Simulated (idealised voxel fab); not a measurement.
process module | voxel fin reveal
cross-section cut | 255 nm wide | cells 5 nm
A cross-section is a grid of square cells, given in bands from the top down. A band is one or more rows of cells.
Each band's line starts with the height of the band's top and of its bottom, in nm. Then come its materials from left to right, each with its width in nm. One material with "throughout" fills the band from edge to edge. "air" is empty space.
Height 0 is the level under which the wafer as received is all one material. The lowest band goes on downwards, as in "0 down".
A width such as "30 to 40" changes by the same amount from each row of cells to the next, from the band's top row to its bottom row.
"no change" after a step means that no cell of the cross-section changed.
closed voids: empty space of 8 cells or more with no open way to the top, each as width x height at its distance from the left edge, in nm
after a step's settings: what the simulator itself notes on the step
overlay nm, on a step with a mask: how far to the right of its planned place the mask lay; to the left if negative
plan
1 op RECEIVE | material Si
2 op CONFORMAL_DEP | material SiN | thk nm 10
3 op PATTERN | tone cover | mask id FINS | material resist | width nm 15 | pitch nm 40 | thk nm 15 | overlay nm 0
4 op DIRECTIONAL_ETCH | etch materials SiN | depth nm 10
5 op DIRECTIONAL_ETCH | etch materials Si | depth nm 35
6 op STRIP | etch materials resist
7 op OXIDIZE | depth nm 5
8 op FILL_DEP | material SiO2 | thk nm 15
9 op CMP | height nm 10
10 op SELECTIVE_ETCH | etch materials SiO2 | depth nm 35
11 op STRIP | etch materials SiN
first wafer, as planned
as received, after step 1
  0 down: Si throughout
  closed voids: none
after step 2
  10 to 0: SiN throughout
  below 0: unchanged
after step 3
  25 to 10: air 80 | resist 15 | air 25 | resist 15 | air 25 | resist 15 | air 80
  below 10: unchanged
after step 4
  25 to 10: air 80 | resist 15 | air 25 | resist 15 | air 25 | resist 15 | air 80
  10 to 0: air 80 | SiN 15 | air 25 | SiN 15 | air 25 | SiN 15 | air 80
  below 0: unchanged
after step 5
  25 to 10: air 80 | resist 15 | air 25 | resist 15 | air 25 | resist 15 | air 80
  10 to 0: air 80 | SiN 15 | air 25 | SiN 15 | air 25 | SiN 15 | air 80
  0 to -35: air 80 | Si 15 | air 25 | Si 15 | air 25 | Si 15 | air 80
  below -35: unchanged
after step 6
  10 to 0: air 80 | SiN 15 | air 25 | SiN 15 | air 25 | SiN 15 | air 80
  below 0: unchanged
after step 7
  10 to 0: air 80 | SiN 15 | air 25 | SiN 15 | air 25 | SiN 15 | air 80
  0 to -35: air 80 | SiO2 5 | Si 5 | SiO2 5 | air 25 | SiO2 5 | Si 5 | SiO2 5 | air 25 | SiO2 5 | Si 5 | SiO2 5 | air 80
  -35 to -40: SiO2 85 | Si 5 | SiO2 35 | Si 5 | SiO2 35 | Si 5 | SiO2 85
  below -40: unchanged
after step 8
  25 to 10: SiO2 throughout
  10 to 0: SiO2 80 | SiN 15 | SiO2 25 | SiN 15 | SiO2 25 | SiN 15 | SiO2 80
  0 to -40: SiO2 85 | Si 5 | SiO2 35 | Si 5 | SiO2 35 | Si 5 | SiO2 85
  below -40: unchanged
after step 9
  10 to 0: SiO2 80 | SiN 15 | SiO2 25 | SiN 15 | SiO2 25 | SiN 15 | SiO2 80
  below 0: unchanged
after step 10
  10 to 0: air 80 | SiN 15 | air 25 | SiN 15 | air 25 | SiN 15 | air 80
  0 to -25: air 85 | Si 5 | air 35 | Si 5 | air 35 | Si 5 | air 85
  below -25: unchanged
after step 11
  0 to -25: air 85 | Si 5 | air 35 | Si 5 | air 35 | Si 5 | air 85
  below -25: unchanged
second wafer: like start, like plan, one mistake. Through step 10 it matches the first wafer
when step 11 should have ended: no change
what went wrong: step 11 was left out
at the end the second wafer has, in cells: 18 more of SiN
